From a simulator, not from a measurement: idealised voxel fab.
process module | voxel self aligned vias
Cross-section cut spans 290 nm and uses square cells 5 nm in size.
Each cross-section below is a grid of square cells, stated as bands in top-down order, with one or more rows of cells making up each band. First you get the band's top height and its bottom height, in nm, and then the materials it's made of, left to right, with each width in nm. If you see a single material with "throughout", that one covers the band edge to edge. "air" is empty space. All heights in this document are referenced to 0, defined as the level beneath which the wafer, as received, consists entirely of one material. The lowest band is not bounded below; it extends indefinitely downward and is written in the form "0 down". Width "30..40": first value at the band's top row of cells, second value at its bottom row, equal change from row to row. The designation "no change occurred", where it is given for a processing step, indicates that no cell of the cross-section was altered in the course of that step. Closed-off voids of 8+ cells (no open route to the top) go in "Closed internal cavities", written width x height at distance from the left edge, in nm. The remark found on a step's line after its settings is issued by the simulator itself and pertains to that step. Among the settings permitted on a step's line is "overlay nm"; applied to a step with a mask, it specifies the extent to which the mask lay to the right of its planned position, whereas a negative figure signifies a position to the left.

# plan
1: RECEIVE,material Si
2: CONFORMAL_DEP,material SiO2,thk nm 10
3: CONFORMAL_DEP,material SiCN,thk nm 5
4: DIRECTIONAL_DEP,material lowk,thk nm 25
5: MASKED_ETCH,tone open,mask id LINES,width nm 25,pitch nm 65,etch materials lowk,depth nm 25,overlay nm 0
6: CONFORMAL_DEP,material TiN,thk nm 5
7: FILL_DEP,material Ru,thk nm 5
8: CMP,height nm 40
9: SELECTIVE_ETCH,etch materials W Ru TiN,depth nm 10
10: FILL_DEP,material SiN,thk nm 10
11: CMP,height nm 40
12: DIRECTIONAL_DEP,material lowk,thk nm 20
13: MASKED_ETCH,tone open,mask id VIAS,width nm 45,etch materials lowk,depth nm 20,overlay nm 0
14: MASKED_ETCH,tone open,mask id VIAS,width nm 45,etch materials SiN,depth nm 10,overlay nm 0
15: CONFORMAL_DEP,material TiN,thk nm 5
16: FILL_DEP,material Ru,thk nm 10
17: CMP,height nm 60
18: CONFORMAL_DEP,material SiCN,thk nm 5

# The first of a set of two wafers, run to plan

# Received-state cross-section, reflecting completion of step 1
* 0 down  Si throughout
* Closed internal cavities: none

# The following cross-section depicts the wafer upon completion of step 2
* 10 to 0  SiO2 throughout
* At heights below 0, the structure remains unaltered.

# The following cross-section depicts the wafer upon completion of step 3
* 15 to 10  SiCN throughout
* At heights below 10, the structure remains unaltered.

# The following cross-section depicts the wafer upon completion of step 4
* 40 to 15  lowk throughout
* At heights below 15, the structure remains unaltered.

# The following cross-section depicts the wafer upon completion of step 5
* 40 to 15  lowk: 100, then air: 25, then lowk: 40, then air: 25, then lowk: 100
* At heights below 15, the structure remains unaltered.

# The following cross-section depicts the wafer upon completion of step 6
* 45 to 40  TiN: 105, then air: 15, then TiN: 50, then air: 15, then TiN: 105
* 40 to 20  lowk: 100, then TiN: 5, then air: 15, then TiN: 5, then lowk: 40, then TiN: 5, then air: 15, then TiN: 5, then lowk: 100
* 20 to 15  lowk: 100, then TiN: 25, then lowk: 40, then TiN: 25, then lowk: 100
* At heights below 15, the structure remains unaltered.

# The following cross-section depicts the wafer upon completion of step 7
* 50 to 45  Ru throughout
* 45 to 40  TiN: 105, then Ru: 15, then TiN: 50, then Ru: 15, then TiN: 105
* 40 to 20  lowk: 100, then TiN: 5, then Ru: 15, then TiN: 5, then lowk: 40, then TiN: 5, then Ru: 15, then TiN: 5, then lowk: 100
* At heights below 20, the structure remains unaltered.

# The following cross-section depicts the wafer upon completion of step 8
* 40 to 20  lowk: 100, then TiN: 5, then Ru: 15, then TiN: 5, then lowk: 40, then TiN: 5, then Ru: 15, then TiN: 5, then lowk: 100
* At heights below 20, the structure remains unaltered.

# The following cross-section depicts the wafer upon completion of step 9
* 40 to 30  lowk: 100, then air: 25, then lowk: 40, then air: 25, then lowk: 100
* At heights below 30, the structure remains unaltered.

# The following cross-section depicts the wafer upon completion of step 10
* 50 to 40  SiN throughout
* 40 to 30  lowk: 100, then SiN: 25, then lowk: 40, then SiN: 25, then lowk: 100
* At heights below 30, the structure remains unaltered.

# The following cross-section depicts the wafer upon completion of step 11
* 40 to 30  lowk: 100, then SiN: 25, then lowk: 40, then SiN: 25, then lowk: 100
* At heights below 30, the structure remains unaltered.

# The following cross-section depicts the wafer upon completion of step 12
* 60 to 40  lowk throughout
* At heights below 40, the structure remains unaltered.

# The following cross-section depicts the wafer upon completion of step 13
* 60 to 40  lowk: 90, then air: 45, then lowk: 155
* At heights below 40, the structure remains unaltered.

# The following cross-section depicts the wafer upon completion of step 14
* 60 to 40  lowk: 90, then air: 45, then lowk: 155
* 40 to 30  lowk: 100, then air: 25, then lowk: 40, then SiN: 25, then lowk: 100
* At heights below 30, the structure remains unaltered.

# The following cross-section depicts the wafer upon completion of step 15
* 65 to 60  TiN: 95, then air: 35, then TiN: 160
* 60 to 45  lowk: 90, then TiN: 5, then air: 35, then TiN: 5, then lowk: 155
* 45 to 40  lowk: 90, then TiN: 15, then air: 15, then TiN: 15, then lowk: 155
* 40 to 35  lowk: 100, then TiN: 5, then air: 15, then TiN: 5, then lowk: 40, then SiN: 25, then lowk: 100
* 35 to 30  lowk: 100, then TiN: 25, then lowk: 40, then SiN: 25, then lowk: 100
* At heights below 30, the structure remains unaltered.

# The following cross-section depicts the wafer upon completion of step 16
* 75 to 65  Ru throughout
* 65 to 60  TiN: 95, then Ru: 35, then TiN: 160
* 60 to 45  lowk: 90, then TiN: 5, then Ru: 35, then TiN: 5, then lowk: 155
* 45 to 40  lowk: 90, then TiN: 15, then Ru: 15, then TiN: 15, then lowk: 155
* 40 to 35  lowk: 100, then TiN: 5, then Ru: 15, then TiN: 5, then lowk: 40, then SiN: 25, then lowk: 100
* At heights below 35, the structure remains unaltered.

# The following cross-section depicts the wafer upon completion of step 17
* 60 to 45  lowk: 90, then TiN: 5, then Ru: 35, then TiN: 5, then lowk: 155
* At heights below 45, the structure remains unaltered.

# The following cross-section depicts the wafer upon completion of step 18
* 65 to 60  SiCN throughout
* At heights below 60, the structure remains unaltered.

# Second wafer, same starting conditions and recipe as the first, one mistake in executing it, nothing differs from the first up to and including step 12

# Second wafer, sectioned view, at step 13's planned end time
* 60 to 40  lowk: 100, then air: 45, then lowk: 145
* At heights below 40, the structure remains unaltered.

# Second wafer, sectioned view, at step 14's planned end time
* 60 to 40  lowk: 100, then air: 45, then lowk: 145
* 40 to 30  lowk: 100, then air: 25, then lowk: 40, then SiN: 25, then lowk: 100
* At heights below 30, the structure remains unaltered.

# Second wafer, sectioned view, at step 15's planned end time
* 65 to 60  TiN: 105, then air: 35, then TiN: 150
* 60 to 45  lowk: 100, then TiN: 5, then air: 35, then TiN: 5, then lowk: 145
* 45 to 40  lowk: 100, then TiN: 5, then air: 15, then TiN: 25, then lowk: 145
* 40 to 35  lowk: 100, then TiN: 5, then air: 15, then TiN: 5, then lowk: 40, then SiN: 25, then lowk: 100
* 35 to 30  lowk: 100, then TiN: 25, then lowk: 40, then SiN: 25, then lowk: 100
* At heights below 30, the structure remains unaltered.

# Second wafer, sectioned view, at step 16's planned end time
* 75 to 65  Ru throughout
* 65 to 60  TiN: 105, then Ru: 35, then TiN: 150
* 60 to 45  lowk: 100, then TiN: 5, then Ru: 35, then TiN: 5, then lowk: 145
* 45 to 40  lowk: 100, then TiN: 5, then Ru: 15, then TiN: 25, then lowk: 145
* 40 to 35  lowk: 100, then TiN: 5, then Ru: 15, then TiN: 5, then lowk: 40, then SiN: 25, then lowk: 100
* At heights below 35, the structure remains unaltered.

# Second wafer, sectioned view, at step 17's planned end time
* 60 to 45  lowk: 100, then TiN: 5, then Ru: 35, then TiN: 5, then lowk: 145
* At heights below 45, the structure remains unaltered.

# Second wafer, sectioned view, at step 18's planned end time
* 65 to 60  SiCN throughout
* At heights below 60, the structure remains unaltered.
Against the plan, the run slipped here: planned and actual differ for step 13; actual: MASKED_ETCH,tone open,mask id VIAS,width nm 45,etch materials lowk,depth nm 20,overlay nm 10
Cell counts per material: same on both final wafers. Positions: different.
